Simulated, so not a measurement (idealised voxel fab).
The document below concerns the process module designated voxel lift off.
Section shown: cut. Width: 260 nm. Cell size: 5 nm, square.
Cross-section layout: square cells on a grid; listed as bands, top to bottom; a band spans one or more cell rows. Each band's line starts with the height of the band's top and of its bottom, in nm. Then come its materials from left to right, each with its width in nm. One material with "edge to edge" fills the band from edge to edge. "blank" is empty space. Height datum 0, below which the as-received substrate wafer is one material. Lowest band open at the bottom, running downward: "z 0 and below". A width such as "30..40" changes by the same amount from each row of cells to the next, from the band's top row to its bottom row. It should be understood that the words "nothing got changed", when stated for a given step, signify that the cross-section underwent no change in any of its cells during that step. Listed in "Fully sealed cavities": every empty space of 8 or more cells without an open way to the top. Form: width x height at distance, the distance being from the left edge, all in nm. Post-settings text on a step line: simulator's own remark regarding the step. overlay nm: for a step with a mask, the amount by which the mask lay right of where it was planned; a negative amount means left of it. Structure of the following material. The material consists of pairs of cross-sections. Each pair comprises the cross-section before one process step and the cross-section after that step, the latter shown only down to the lowest band that changed. The step between the cross-sections is specified beneath each pair, including its settings. Pairs are not necessarily consecutive: they may derive from different runs of this module performed on the same starting wafer. Continuity with the pair above is to be assumed only where the entry headed "Prior state" of the pair in question states it.

[Prior state]
> z 0 and below  Si edge to edge
> Fully sealed cavities: none

[Post-Process View]
> z 15 to 0  SiN edge to edge
> Unchanged below 0.
> Fully sealed cavities: none
Step applied between the pre-step and post-step cross-sections shown above: CONFORMAL_DEP,material SiN,thk nm 15

Prior state: just use the after drawing of the pair above as your starting point.

[Post-Process View]
> z 45 to 15  65 nm resist  25 nm blank  25 nm resist  25 nm blank  25 nm resist  25 nm blank  70 nm resist
> Unchanged below 15.
> Fully sealed cavities: none
Step applied between the pre-step and post-step cross-sections shown above: PATTERN,tone open,mask id LINES,material resist,width nm 25,pitch nm 50,thk nm 30,overlay nm 0

Prior state: just use the after drawing of the pair above as your starting point.

[Post-Process View]
> z 60 to 45  65 nm Ru  25 nm blank  25 nm Ru  25 nm blank  25 nm Ru  25 nm blank  70 nm Ru
> z 45 to 30  65 nm resist  25 nm blank  25 nm resist  25 nm blank  25 nm resist  25 nm blank  70 nm resist
> z 30 to 15  65 nm resist  25 nm Ru  25 nm resist  25 nm Ru  25 nm resist  25 nm Ru  70 nm resist
> Unchanged below 15.
> Fully sealed cavities: none
Step applied between the pre-step and post-step cross-sections shown above: DIRECTIONAL_DEP,material Ru,thk nm 15

Prior state: just use the after drawing of the pair above as your starting point.

[Post-Process View]
> z 30 to 15  65 nm blank  25 nm Ru  25 nm blank  25 nm Ru  25 nm blank  25 nm Ru  70 nm blank
> Unchanged below 15.
> Fully sealed cavities: none
Step applied between the pre-step and post-step cross-sections shown above: STRIP,etch materials resist

Prior state: just use the after drawing of the pair above as your starting point.

[Post-Process View]
> z 35 to 30  60 nm blank  35 nm SiCN  15 nm blank  35 nm SiCN  15 nm blank  35 nm SiCN  65 nm blank
> z 30 to 20  60 nm blank  5 nm SiCN  25 nm Ru  5 nm SiCN  15 nm blank  5 nm SiCN  25 nm Ru  5 nm SiCN  15 nm blank  5 nm SiCN  25 nm Ru  5 nm SiCN  65 nm blank
> z 20 to 15  65 nm SiCN  25 nm Ru  25 nm SiCN  25 nm Ru  25 nm SiCN  25 nm Ru  70 nm SiCN
> Unchanged below 15.
> Fully sealed cavities: none
Step applied between the pre-step and post-step cross-sections shown above: CONFORMAL_DEP,material SiCN,thk nm 5

[Prior state]
> z 15 to 0  SiN edge to edge
> z 0 and below  Si edge to edge
> Fully sealed cavities: none

[Post-Process View]
> z 30 to 0  SiN edge to edge
> Unchanged below 0.
> Fully sealed cavities: none
Step applied between the pre-step and post-step cross-sections shown above: CONFORMAL_DEP,material SiN,thk nm 15

Prior state: just use the after drawing of the pair above as your starting point.

[Post-Process View]
> z 60 to 30  65 nm resist  25 nm blank  25 nm resist  25 nm blank  25 nm resist  25 nm blank  70 nm resist
> Unchanged below 30.
> Fully sealed cavities: none
Step applied between the pre-step and post-step cross-sections shown above: PATTERN,tone open,mask id LINES,material resist,width nm 25,pitch nm 50,thk nm 30,overlay nm 0

Prior state: just use the after drawing of the pair above as your starting point.

[Post-Process View]
> z 75 to 60  65 nm Ru  25 nm blank  25 nm Ru  25 nm blank  25 nm Ru  25 nm blank  70 nm Ru
> z 60 to 45  65 nm resist  25 nm blank  25 nm resist  25 nm blank  25 nm resist  25 nm blank  70 nm resist
> z 45 to 30  65 nm resist  25 nm Ru  25 nm resist  25 nm Ru  25 nm resist  25 nm Ru  70 nm resist
> Unchanged below 30.
> Fully sealed cavities: none
Step applied between the pre-step and post-step cross-sections shown above: DIRECTIONAL_DEP,material Ru,thk nm 15

Prior state: just use the after drawing of the pair above as your starting point.

[Post-Process View]
> z 45 to 30  65 nm blank  25 nm Ru  25 nm blank  25 nm Ru  25 nm blank  25 nm Ru  70 nm blank
> Unchanged below 30.
> Fully sealed cavities: none
Step applied between the pre-step and post-step cross-sections shown above: STRIP,etch materials resist

Prior state: just use the after drawing of the pair above as your starting point.

[Post-Process View]
> z 50 to 45  60 nm blank  35 nm SiCN  15 nm blank  35 nm SiCN  15 nm blank  35 nm SiCN  65 nm blank
> z 45 to 35  60 nm blank  5 nm SiCN  25 nm Ru  5 nm SiCN  15 nm blank  5 nm SiCN  25 nm Ru  5 nm SiCN  15 nm blank  5 nm SiCN  25 nm Ru  5 nm SiCN  65 nm blank
> z 35 to 30  65 nm SiCN  25 nm Ru  25 nm SiCN  25 nm Ru  25 nm SiCN  25 nm Ru  70 nm SiCN
> Unchanged below 30.
> Fully sealed cavities: none
Step applied between the pre-step and post-step cross-sections shown above: CONFORMAL_DEP,material SiCN,thk nm 5

[Prior state]
> z 30 to 15  65 nm blank  25 nm Ru  25 nm blank  25 nm Ru  25 nm blank  25 nm Ru  70 nm blank
> z 15 to 0  SiN edge to edge
> z 0 and below  Si edge to edge
> Fully sealed cavities: none

[Post-Process View]
> z 45 to 30  50 nm blank  155 nm SiCN  55 nm blank
> z 30 to 15  65 nm SiCN  25 nm Ru  25 nm SiCN  25 nm Ru  25 nm SiCN  25 nm Ru  70 nm SiCN
> Unchanged below 15.
> Fully sealed cavities: none
Step applied between the pre-step and post-step cross-sections shown above: CONFORMAL_DEP,material SiCN,thk nm 15

[Prior state]
> z 15 to 0  SiN edge to edge
> z 0 and below  Si edge to edge
> Fully sealed cavities: none

[Post-Process View]
> z 45 to 15  60 nm resist  35 nm blank  15 nm resist  35 nm blank  15 nm resist  35 nm blank  65 nm resist
> Unchanged below 15.
> Fully sealed cavities: none
Step applied between the pre-step and post-step cross-sections shown above: PATTERN,tone open,mask id LINES,material resist,width nm 35,pitch nm 50,thk nm 30,overlay nm 0

Prior state: just use the after drawing of the pair above as your starting point.

[Post-Process View]
> z 60 to 45  60 nm Ru  35 nm blank  15 nm Ru  35 nm blank  15 nm Ru  35 nm blank  65 nm Ru
> z 45 to 30  60 nm resist  35 nm blank  15 nm resist  35 nm blank  15 nm resist  35 nm blank  65 nm resist
> z 30 to 15  60 nm resist  35 nm Ru  15 nm resist  35 nm Ru  15 nm resist  35 nm Ru  65 nm resist
> Unchanged below 15.
> Fully sealed cavities: none
Step applied between the pre-step and post-step cross-sections shown above: DIRECTIONAL_DEP,material Ru,thk nm 15

Prior state: just use the after drawing of the pair above as your starting point.

[Post-Process View]
> z 30 to 15  60 nm blank  35 nm Ru  15 nm blank  35 nm Ru  15 nm blank  35 nm Ru  65 nm blank
> Unchanged below 15.
> Fully sealed cavities: none
Step applied between the pre-step and post-step cross-sections shown above: STRIP,etch materials resist

Prior state: just use the after drawing of the pair above as your starting point.

[Post-Process View]
> z 35 to 30  55 nm blank  45 nm SiCN  5 nm blank  45 nm SiCN  5 nm blank  45 nm SiCN  60 nm blank
> z 30 to 20  55 nm blank  5 nm SiCN  35 nm Ru  5 nm SiCN  5 nm blank  5 nm SiCN  35 nm Ru  5 nm SiCN  5 nm blank  5 nm SiCN  35 nm Ru  5 nm SiCN  60 nm blank
> z 20 to 15  60 nm SiCN  35 nm Ru  15 nm SiCN  35 nm Ru  15 nm SiCN  35 nm Ru  65 nm SiCN
> Unchanged below 15.
> Fully sealed cavities: none
Step applied between the pre-step and post-step cross-sections shown above: CONFORMAL_DEP,material SiCN,thk nm 5

[Prior state]
> z 15 to 0  SiN edge to edge
> z 0 and below  Si edge to edge
> Fully sealed cavities: none

[Post-Process View]
> z 45 to 15  55 nm resist  25 nm blank  25 nm resist  25 nm blank  25 nm resist  25 nm blank  80 nm resist
> Unchanged below 15.
> Fully sealed cavities: none
Step applied between the pre-step and post-step cross-sections shown above: PATTERN,tone open,mask id LINES,material resist,width nm 25,pitch nm 50,thk nm 30,overlay nm -10

Prior state: just use the after drawing of the pair above as your starting point.

[Post-Process View]
> z 60 to 45  55 nm Ru  25 nm blank  25 nm Ru  25 nm blank  25 nm Ru  25 nm blank  80 nm Ru
> z 45 to 30  55 nm resist  25 nm blank  25 nm resist  25 nm blank  25 nm resist  25 nm blank  80 nm resist
> z 30 to 15  55 nm resist  25 nm Ru  25 nm resist  25 nm Ru  25 nm resist  25 nm Ru  80 nm resist
> Unchanged below 15.
> Fully sealed cavities: none
Step applied between the pre-step and post-step cross-sections shown above: DIRECTIONAL_DEP,material Ru,thk nm 15

Prior state: just use the after drawing of the pair above as your starting point.

[Post-Process View]
> z 30 to 15  55 nm blank  25 nm Ru  25 nm blank  25 nm Ru  25 nm blank  25 nm Ru  80 nm blank
> Unchanged below 15.
> Fully sealed cavities: none
Step applied between the pre-step and post-step cross-sections shown above: STRIP,etch materials resist

Prior state: just use the after drawing of the pair above as your starting point.

[Post-Process View]
> z 35 to 30  50 nm blank  35 nm SiCN  15 nm blank  35 nm SiCN  15 nm blank  35 nm SiCN  75 nm blank
> z 30 to 20  50 nm blank  5 nm SiCN  25 nm Ru  5 nm SiCN  15 nm blank  5 nm SiCN  25 nm Ru  5 nm SiCN  15 nm blank  5 nm SiCN  25 nm Ru  5 nm SiCN  75 nm blank
> z 20 to 15  55 nm SiCN  25 nm Ru  25 nm SiCN  25 nm Ru  25 nm SiCN  25 nm Ru  80 nm SiCN
> Unchanged below 15.
> Fully sealed cavities: none
Step applied between the pre-step and post-step cross-sections shown above: CONFORMAL_DEP,material SiCN,thk nm 5

[Prior state]
> z 0 and below  Si edge to edge
> Fully sealed cavities: none

[Post-Process View]
> z 15 to 0  SiCN edge to edge
> Unchanged below 0.
> Fully sealed cavities: none
Step applied between the pre-step and post-step cross-sections shown above: CONFORMAL_DEP,material SiCN,thk nm 15

Prior state: just use the after drawing of the pair above as your starting point.

[Post-Process View]
> z 45 to 15  65 nm resist  25 nm blank  25 nm resist  25 nm blank  25 nm resist  25 nm blank  70 nm resist
> Unchanged below 15.
> Fully sealed cavities: none
Step applied between the pre-step and post-step cross-sections shown above: PATTERN,tone open,mask id LINES,material resist,width nm 25,pitch nm 50,thk nm 30,overlay nm 0

Prior state: just use the after drawing of the pair above as your starting point.

[Post-Process View]
> z 60 to 45  65 nm Ru  25 nm blank  25 nm Ru  25 nm blank  25 nm Ru  25 nm blank  70 nm Ru
> z 45 to 30  65 nm resist  25 nm blank  25 nm resist  25 nm blank  25 nm resist  25 nm blank  70 nm resist
> z 30 to 15  65 nm resist  25 nm Ru  25 nm resist  25 nm Ru  25 nm resist  25 nm Ru  70 nm resist
> Unchanged below 15.
> Fully sealed cavities: none
Step applied between the pre-step and post-step cross-sections shown above: DIRECTIONAL_DEP,material Ru,thk nm 15

Prior state: just use the after drawing of the pair above as your starting point.

[Post-Process View]
> z 30 to 15  65 nm blank  25 nm Ru  25 nm blank  25 nm Ru  25 nm blank  25 nm Ru  70 nm blank
> Unchanged below 15.
> Fully sealed cavities: none
Step applied between the pre-step and post-step cross-sections shown above: STRIP,etch materials resist

Prior state: just use the after drawing of the pair above as your starting point.

[Post-Process View]
> z 35 to 30  60 nm blank  35 nm SiCN  15 nm blank  35 nm SiCN  15 nm blank  35 nm SiCN  65 nm blank
> z 30 to 20  60 nm blank  5 nm SiCN  25 nm Ru  5 nm SiCN  15 nm blank  5 nm SiCN  25 nm Ru  5 nm SiCN  15 nm blank  5 nm SiCN  25 nm Ru  5 nm SiCN  65 nm blank
> z 20 to 15  65 nm SiCN  25 nm Ru  25 nm SiCN  25 nm Ru  25 nm SiCN  25 nm Ru  70 nm SiCN
> Unchanged below 15.
> Fully sealed cavities: none
Step applied between the pre-step and post-step cross-sections shown above: CONFORMAL_DEP,material SiCN,thk nm 5

[Prior state]
> z 15 to 0  SiN edge to edge
> z 0 and below  Si edge to edge
> Fully sealed cavities: none

[Post-Process View]
> z 45 to 15  65 nm blank  25 nm resist  25 nm blank  25 nm resist  25 nm blank  25 nm resist  70 nm blank
> Unchanged below 15.
> Fully sealed cavities: none
Step applied between the pre-step and post-step cross-sections shown above: PATTERN,tone cover,mask id LINES,material resist,width nm 25,pitch nm 50,thk nm 30,overlay nm 0

Prior state: just use the after drawing of the pair above as your starting point.

[Post-Process View]
> z 60 to 45  65 nm blank  25 nm Ru  25 nm blank  25 nm Ru  25 nm blank  25 nm Ru  70 nm blank
> z 45 to 30  65 nm blank  25 nm resist  25 nm blank  25 nm resist  25 nm blank  25 nm resist  70 nm blank
> z 30 to 15  65 nm Ru  25 nm resist  25 nm Ru  25 nm resist  25 nm Ru  25 nm resist  70 nm Ru
> Unchanged below 15.
> Fully sealed cavities: none
Step applied between the pre-step and post-step cross-sections shown above: DIRECTIONAL_DEP,material Ru,thk nm 15

Prior state: just use the after drawing of the pair above as your starting point.

[Post-Process View]
> z 30 to 15  65 nm Ru  25 nm blank  25 nm Ru  25 nm blank  25 nm Ru  25 nm blank  70 nm Ru
> Unchanged below 15.
> Fully sealed cavities: none
Step applied between the pre-step and post-step cross-sections shown above: STRIP,etch materials resist

Prior state: just use the after drawing of the pair above as your starting point.

[Post-Process View]
> z 35 to 30  70 nm SiCN  15 nm blank  35 nm SiCN  15 nm blank  35 nm SiCN  15 nm blank  75 nm SiCN
> z 30 to 20  65 nm Ru  5 nm SiCN  15 nm blank  5 nm SiCN  25 nm Ru  5 nm SiCN  15 nm blank  5 nm SiCN  25 nm Ru  5 nm SiCN  15 nm blank  5 nm SiCN  70 nm Ru
> z 20 to 15  65 nm Ru  25 nm SiCN  25 nm Ru  25 nm SiCN  25 nm Ru  25 nm SiCN  70 nm Ru
> Unchanged below 15.
> Fully sealed cavities: none
Step applied between the pre-step and post-step cross-sections shown above: CONFORMAL_DEP,material SiCN,thk nm 5
